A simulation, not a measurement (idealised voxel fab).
process module | voxel local oxidation
Cross-sectional view cut (width: 155 nm; square cell size: 5 nm).
Each cross-section below is a grid of square cells, stated as bands in top-down order, with one or more rows of cells making up each band. Top height, bottom height, nm. Materials left to right, width each, nm. Single material + "throughout" = fills band edge to edge. "empty" = empty. We count height from 0. Below that, the starting wafer is all one material. The lowest band never ends at the bottom but goes on down; see "0..down" for how that is written. When a width is written as two numbers, as in "30->40", the first number is the width in the top row of cells of the band and the second is the width in its bottom row, and the width changes by the same amount from each row to the next. Key: "nothing different" - step with no changed cell in the cross-section. The label "Enclosed void listing" introduces a list of the empty spaces, 8 cells or larger, that have no open way up to the top; each entry in it reads width x height at distance, where the distance is taken from the left edge and all three are stated in nm. Step line, after settings: the simulator's comment on this step. What "overlay nm" on a step's line means: if the step has a mask, that mask lay this far to the right of its planned place, or, when the value is negative, to the left.

**The following list gives the planned process steps**
1,RECEIVE,material Si
2,CONFORMAL_DEP,material SiO2,thk nm 5
3,CONFORMAL_DEP,material SiN,thk nm 10
4,DIRECTIONAL_DEP,material aC,thk nm 15
5,PATTERN,tone cover,mask id ACTIVE,material resist,width nm 80,thk nm 35,overlay nm 0
6,DIRECTIONAL_ETCH,etch materials aC,depth nm 15
7,STRIP,etch materials resist
8,DIRECTIONAL_ETCH,etch materials SiN,depth nm 10
9,STRIP,etch materials aC
10,SELECTIVE_ETCH,etch materials SiO2,depth nm 5
11,OXIDIZE,depth nm 10
12,STRIP,etch materials SiN
The plan's step 5 width nm is the first wafer's value; the wafers differ in this setting and start identical.

**The as-received cross-section of the first of several wafers corresponds to the state after step 1**
0..down: Si throughout
Enclosed void listing: none

**Tabulated below, wafer by wafer, are the end-of-module results: for each material, the number of cells gained (+) or lost (-) relative to the as-received state, followed by the closed voids**
width nm 80, -42 Si, +56 SiO2, Enclosed void listing: none
width nm 85, -40 Si, +55 SiO2, Enclosed void listing: none
width nm 90, -38 Si, +54 SiO2, Enclosed void listing: none
width nm 95, -36 Si, +53 SiO2, Enclosed void listing: none
width nm 100, -34 Si, +52 SiO2, Enclosed void listing: none
width nm 105, -32 Si, +51 SiO2, Enclosed void listing: none
